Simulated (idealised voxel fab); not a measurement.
Documented hereafter: the process module known as voxel transistor to metal.
Cross-section cut spans 160 nm and uses square cells 5 nm in size.
Think of the cross-section as a grid of square cells. We describe it in bands, top to bottom, and each band covers one or more rows of those cells.
A band entry consists of two parts. The first gives the height of the band's top and the height of its bottom, in nm. The rest lists the band's materials from left to right, each with its width in nm. A single material labelled with the word "all across" fills the band from edge to edge, and the word "blank" marks empty space.
A quick word on heights: they are counted from 0, and under that level the wafer as it came to us is one material throughout. The lowest band is different from the rest in having no bottom; it simply continues downward, written as in "0..down".
When a width is written as two numbers, as in "30->40", the first number is the width in the top row of cells of the band and the second is the width in its bottom row, and the width changes by the same amount from each row to the next.
Basically "no modifications" means that step didn't change any cell in the cross-section.
"Unvented cavities" specifies each empty space that is not open to the top and that occupies no fewer than 8 cells, using the form width x height at distance, the distance measured from the left edge and all three quantities in nm.
Text after the settings on a step's line: the simulator's own remark on that step.
overlay nm: right-of-plan distance of the mask on a masked step; negative values mean left-of-plan.

Planned step list for the process:
1) op RECEIVE | material Si
2) op CONFORMAL_DEP | material SiO2 | thk nm 5
3) op CONFORMAL_DEP | material SiN | thk nm 10
4) op MASKED_ETCH | tone cover | mask id ACTIVE | width nm 110 | etch materials SiN | depth nm 10 | overlay nm 0
5) op MASKED_ETCH | tone cover | mask id ACTIVE | width nm 110 | etch materials SiO2 | depth nm 5 | overlay nm 0
6) op MASKED_ETCH | tone cover | mask id ACTIVE | width nm 110 | etch materials Si | depth nm 35 | overlay nm 0
7) op OXIDIZE | depth nm 5
8) op FILL_DEP | material SiO2 | thk nm 5
9) op CMP | height nm 15
10) op SELECTIVE_ETCH | etch materials SiO2 | depth nm 10
11) op STRIP | etch materials SiN
12) op SELECTIVE_ETCH | etch materials SiO2 | depth nm 5
13) op OXIDIZE | depth nm 5
14) op DIRECTIONAL_DEP | material polySi | thk nm 20
15) op DIRECTIONAL_DEP | material SiCN | thk nm 10
16) op MASKED_ETCH | tone cover | mask id GATE | width nm 20 | etch materials SiCN | depth nm 20 | overlay nm 0
17) op MASKED_ETCH | tone cover | mask id GATE | width nm 20 | etch materials polySi | depth nm 30 | overlay nm 0
18) op CONFORMAL_DEP | material SiN | thk nm 10
19) op DIRECTIONAL_ETCH | etch materials SiN | depth nm 10
20) op DIRECTIONAL_ETCH | etch materials SiO2 | depth nm 5
21) op DIRECTIONAL_ETCH | etch materials Si | depth nm 10
22) op EPI | material nSi | thk nm 10
23) op FILL_DEP | material SiO2 | thk nm 10
24) op CMP | height nm 30
25) op DIRECTIONAL_DEP | material SiO2 | thk nm 15
26) op MASKED_ETCH | tone open | mask id CONTACT | width nm 30 | pitch nm 60 | etch materials SiO2 | depth nm 50 | overlay nm 0
27) op CONFORMAL_DEP | material TiN | thk nm 5
28) op FILL_DEP | material W | thk nm 10
29) op CMP | height nm 45
30) op DIRECTIONAL_DEP | material TiN | thk nm 5
31) op DIRECTIONAL_DEP | material W | thk nm 25
32) op PATTERN | tone cover | mask id METAL_1 | material resist | width nm 20 | pitch nm 70 | thk nm 15 | overlay nm 0
33) op DIRECTIONAL_ETCH | etch materials W | depth nm 25
34) op DIRECTIONAL_ETCH | etch materials TiN | depth nm 5
35) op STRIP | etch materials resist
36) op CONFORMAL_DEP | material SiCN | thk nm 5
37) op FILL_DEP | material SiO2 | thk nm 5
38) op CMP | height nm 75
39) op CONFORMAL_DEP | material SiCN | thk nm 5

Cross-section of the wafer at receipt, which is the condition after step 1:
> 0..down: Si all across
> Unvented cavities: none

Starting structure and process plan are as shown above, but one mistake was made in running the module; the wafer cross-section at the end of the module follows:
> 80..75: SiCN all across
> 75..50: 30 nm SiO2  5 nm SiCN  20 nm W  5 nm SiCN  40 nm SiO2  5 nm SiCN  20 nm W  5 nm SiCN  30 nm SiO2
> 50..45: 35 nm SiCN  20 nm TiN  50 nm SiCN  20 nm TiN  35 nm SiCN
> 45..35: 35 nm SiO2  5 nm TiN  20 nm W  5 nm TiN  30 nm SiO2  5 nm TiN  20 nm W  5 nm TiN  35 nm SiO2
> 35..30: 35 nm SiO2  30 nm TiN  30 nm SiO2  30 nm TiN  35 nm SiO2
> 30..20: 70 nm SiCN  20 nm SiN  70 nm SiCN
> 20..0: polySi all across
> 0..-5: SiO2 all across
> -5..-40: 30 nm SiO2  100 nm Si  30 nm SiO2
> -40..down: Si all across
> Unvented cavities: none
Short version of what went wrong: step 16 ran differently from the plan; actual operation with settings: op MASKED_ETCH | tone open | mask id GATE | width nm 20 | etch materials SiCN | depth nm 20 | overlay nm 0
